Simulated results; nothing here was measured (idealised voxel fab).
Process module name: voxel self aligned vias
Displayed cross-section: cut, width of 225 nm, square cells sized 5 nm.
Square cells in a grid make up a cross-section in this document, and the grid is given as bands, listed from the top down, each one or more rows of cells.
Heights first: top, then bottom, in nm. Then materials, left to right, each with a width in nm. "all across" on a single material: fills the band edge to edge. "air": empty space.
Heads up on the height convention: 0 is the point under which the incoming wafer is all one material, and the lowest band has no bottom, it just keeps going down, like "0 down".
The expression "30->40" gives the width at the extremes of the band, the first number at its top row of cells and the second at its bottom row, with the width changing by equal amounts from each row to the next in between.
Take "all unchanged" at face value: in the step it is given for, the cross-section changed in none of its cells.
Look at "Unvented cavities" for the closed voids: empty spaces with no open path to the top, sized 8 cells or up. Each is width x height at distance, distance from the left edge, all nm.
On a step's line, text after the settings is the simulator commenting on that step.
overlay nm: right-of-plan distance of the mask on a masked step; negative values mean left-of-plan.
[Process steps foreseen in the plan]
1) op RECEIVE | material Si
2) op CONFORMAL_DEP | material SiO2 | thk nm 10
3) op CONFORMAL_DEP | material SiCN | thk nm 5
4) op DIRECTIONAL_DEP | material lowk | thk nm 30
5) op MASKED_ETCH | tone open | mask id LINES | width nm 30 | pitch nm 70 | etch materials lowk | depth nm 30 | overlay nm 0
6) op CONFORMAL_DEP | material TiN | thk nm 5
7) op FILL_DEP | material W | thk nm 10
8) op CMP | height nm 45
9) op SELECTIVE_ETCH | etch materials W Ru TiN | depth nm 10
10) op FILL_DEP | material SiN | thk nm 10
11) op CMP | height nm 45
12) op DIRECTIONAL_DEP | material lowk | thk nm 15
13) op MASKED_ETCH | tone open | mask id VIAS | width nm 40 | pitch nm 70 | etch materials lowk | depth nm 15 | overlay nm 0
14) op MASKED_ETCH | tone open | mask id VIAS | width nm 40 | pitch nm 70 | etch materials SiN | depth nm 10 | overlay nm 0
15) op CONFORMAL_DEP | material TiN | thk nm 5
16) op FILL_DEP | material W | thk nm 5
17) op CMP | height nm 60
18) op CONFORMAL_DEP | material SiCN | thk nm 5
[Of two wafers, the first: run according to plan]
[The cross-section here shows the wafer as received, i.e. in its state after step 1]
- 0 down  Si all across
- Unvented cavities: none
[Cross-section of the wafer after step 2]
- 10 to 0  SiO2 all across
- Heights below 0 show no change.
[Cross-section of the wafer after step 3]
- 15 to 10  SiCN all across
- Heights below 10 show no change.
[Cross-section of the wafer after step 4]
- 45 to 15  lowk all across
- Heights below 15 show no change.
[Cross-section of the wafer after step 5]
- 45 to 15  lowk 60  air 30  lowk 40  air 30  lowk 65
- Heights below 15 show no change.
[Cross-section of the wafer after step 6]
- 50 to 45  TiN 65  air 20  TiN 50  air 20  TiN 70
- 45 to 20  lowk 60  TiN 5  air 20  TiN 5  lowk 40  TiN 5  air 20  TiN 5  lowk 65
- 20 to 15  lowk 60  TiN 30  lowk 40  TiN 30  lowk 65
- Heights below 15 show no change.
[Cross-section of the wafer after step 7]
- 60 to 50  W all across
- 50 to 45  TiN 65  W 20  TiN 50  W 20  TiN 70
- 45 to 20  lowk 60  TiN 5  W 20  TiN 5  lowk 40  TiN 5  W 20  TiN 5  lowk 65
- Heights below 20 show no change.
[Cross-section of the wafer after step 8]
- 45 to 20  lowk 60  TiN 5  W 20  TiN 5  lowk 40  TiN 5  W 20  TiN 5  lowk 65
- Heights below 20 show no change.
[Cross-section of the wafer after step 9]
- 45 to 35  lowk 60  air 30  lowk 40  air 30  lowk 65
- Heights below 35 show no change.
[Cross-section of the wafer after step 10]
- 55 to 45  SiN all across
- 45 to 35  lowk 60  SiN 30  lowk 40  SiN 30  lowk 65
- Heights below 35 show no change.
[Cross-section of the wafer after step 11]
- 45 to 35  lowk 60  SiN 30  lowk 40  SiN 30  lowk 65
- Heights below 35 show no change.
[Cross-section of the wafer after step 12]
- 60 to 45  lowk all across
- Heights below 45 show no change.
[Cross-section of the wafer after step 13]
- 60 to 45  lowk 55  air 40  lowk 30  air 40  lowk 60
- Heights below 45 show no change.
[Cross-section of the wafer after step 14]
- 60 to 45  lowk 55  air 40  lowk 30  air 40  lowk 60
- 45 to 35  lowk 60  air 30  lowk 40  air 30  lowk 65
- Heights below 35 show no change.
[Cross-section of the wafer after step 15]
- 65 to 60  TiN 60  air 30  TiN 40  air 30  TiN 65
- 60 to 50  lowk 55  TiN 5  air 30  TiN 5  lowk 30  TiN 5  air 30  TiN 5  lowk 60
- 50 to 40  lowk 55->60  TiN 10->5  air 20  TiN 10->5  lowk 30->40  TiN 10->5  air 20  TiN 10->5  lowk 60->65
- 40 to 35  lowk 60  TiN 30  lowk 40  TiN 30  lowk 65
- Heights below 35 show no change.
[Cross-section of the wafer after step 16]
- 70 to 65  W all across
- 65 to 60  TiN 60  W 30  TiN 40  W 30  TiN 65
- 60 to 50  lowk 55  TiN 5  W 30  TiN 5  lowk 30  TiN 5  W 30  TiN 5  lowk 60
- 50 to 40  lowk 55->60  TiN 10->5  W 20  TiN 10->5  lowk 30->40  TiN 10->5  W 20  TiN 10->5  lowk 60->65
- Heights below 40 show no change.
[Cross-section of the wafer after step 17]
- 60 to 50  lowk 55  TiN 5  W 30  TiN 5  lowk 30  TiN 5  W 30  TiN 5  lowk 60
- Heights below 50 show no change.
[Cross-section of the wafer after step 18]
- 65 to 60  SiCN all across
- Heights below 60 show no change.
[Okay, second wafer. Nothing different at the start, nothing different in the plan, just one mistake somewhere in the running. As far as step 2, counting that step, it's the first wafer all over again]
[Cross-sectional view of the second wafer at the intended end time of process step 3]
- 40 to 10  lowk all across
- Heights below 10 show no change.
[Cross-sectional view of the second wafer at the intended end time of process step 4]
- 45 to 40  SiCN all across
- Heights below 40 show no change.
Cross-sectional view of the second wafer at the intended end time of process step 5: all unchanged
[Cross-sectional view of the second wafer at the intended end time of process step 6]
- 50 to 45  TiN all across
- Heights below 45 show no change.
[Cross-sectional view of the second wafer at the intended end time of process step 7]
- 60 to 50  W all across
- Heights below 50 show no change.
[Cross-sectional view of the second wafer at the intended end time of process step 8]
- 45 to 40  SiCN all across
- Heights below 40 show no change.
Cross-sectional view of the second wafer at the intended end time of process step 9: all unchanged
[Cross-sectional view of the second wafer at the intended end time of process step 10]
- 55 to 45  SiN all across
- Heights below 45 show no change.
[Cross-sectional view of the second wafer at the intended end time of process step 11]
- 45 to 40  SiCN all across
- Heights below 40 show no change.
[Cross-sectional view of the second wafer at the intended end time of process step 12]
- 60 to 45  lowk all across
- Heights below 45 show no change.
[Cross-sectional view of the second wafer at the intended end time of process step 13]
- 60 to 45  lowk 55  air 40  lowk 30  air 40  lowk 60
- Heights below 45 show no change.
Cross-sectional view of the second wafer at the intended end time of process step 14: all unchanged
[Cross-sectional view of the second wafer at the intended end time of process step 15]
- 65 to 60  TiN 60  air 30  TiN 40  air 30  TiN 65
- 60 to 50  lowk 55  TiN 5  air 30  TiN 5  lowk 30  TiN 5  air 30  TiN 5  lowk 60
- 50 to 45  lowk 55  TiN 40  lowk 30  TiN 40  lowk 60
- Heights below 45 show no change.
[Cross-sectional view of the second wafer at the intended end time of process step 16]
- 70 to 65  W all across
- 65 to 60  TiN 60  W 30  TiN 40  W 30  TiN 65
- 60 to 50  lowk 55  TiN 5  W 30  TiN 5  lowk 30  TiN 5  W 30  TiN 5  lowk 60
- Heights below 50 show no change.
[Cross-sectional view of the second wafer at the intended end time of process step 17]
- 60 to 50  lowk 55  TiN 5  W 30  TiN 5  lowk 30  TiN 5  W 30  TiN 5  lowk 60
- Heights below 50 show no change.
[Cross-sectional view of the second wafer at the intended end time of process step 18]
- 65 to 60  SiCN all across
- Heights below 60 show no change.
Against the plan, the run slipped here: steps 3 and 4 of the plan were each performed in the slot designated for the other
Looking at both finished wafers in cells, the second ends up ahead of or behind the first on some materials: TiN -32 | W -40 | lowk +72
